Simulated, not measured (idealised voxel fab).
Process module, titled voxel trench capacitor
cross-section cut | 280 nm wide | cells 5 nm
If you're reading a cross-section in this doc, picture square cells in a grid; it comes to you as bands, top ones listed first down to the bottom, and a band can be one or more rows of cells. Band entry format. Leading values: height of top, height of bottom, nm. Remainder: materials in left-to-right order, each with its width in nm. Special words: "all across" on a single material, which then fills the band edge to edge; "blank", empty space. Counting heights begins at 0, where everything beneath is, in the wafer as received, one material. The lowest band has no bottom; it goes on downwards, as "0 down" shows. The notation "30..40" denotes a width that varies across the rows of cells in the band, beginning at the first number in the top row, finishing at the second number in the bottom row, and changing by an identical amount from each row to the next. It should be understood that the words "changes: none", when stated for a given step, signify that the cross-section underwent no change in any of its cells during that step. The list in "Tabulated closed voids" covers empty spaces of 8 cells or more that cannot reach the top through any open way, and it gives each as width x height at distance; the distance is from the left edge, and width, height and distance are in nm. Anything after a step's settings on that line? It's the simulator's own note about the step. On any step carrying a mask, the "overlay nm" setting, if present on the step's line, tells how far right of its planned place the mask lay; negative values point to the left.
Set out below are the planned steps of the process:
1. RECEIVE with material Si
2. CONFORMAL_DEP with material SiN, thk nm 10
3. DIRECTIONAL_DEP with material aC, thk nm 10
4. PATTERN with tone open, mask id TRENCH, material resist, width nm 15, pitch nm 30, thk nm 25, overlay nm 0
5. DIRECTIONAL_ETCH with etch materials aC, depth nm 10
6. STRIP with etch materials resist
7. DIRECTIONAL_ETCH with etch materials SiN, depth nm 10
8. DIRECTIONAL_ETCH with etch materials Si, depth nm 30
9. STRIP with etch materials aC
10. CONFORMAL_DEP with material Al2O3, thk nm 5
11. FILL_DEP with material polySi, thk nm 5
12. CMP with height nm 10
Shown in cross-section is the wafer as received, that is, as it stands after step 1:
    0 down  Si all across
    Tabulated closed voids: none
Result of the module, cross-sectioned: start per above, plan per above, one error in how it was run:
    10 to 0  SiN=110, Al2O3=5, polySi=5, Al2O3=5, SiN=15, Al2O3=5, polySi=5, Al2O3=5, SiN=125
    0 to -25  Si=110, Al2O3=5, polySi=5, Al2O3=5, Si=15, Al2O3=5, polySi=5, Al2O3=5, Si=125
    -25 to -30  Si=110, Al2O3=15, Si=15, Al2O3=15, Si=125
    -30 down  Si all across
    Tabulated closed voids: none
It is concluded that the wafer was processed incorrectly with respect to the plan, in that step 4 did not happen as planned, as run it was PATTERN with tone open, mask id TRENCH, material resist, width nm 15, pitch nm 30, thk nm 25, overlay nm -5
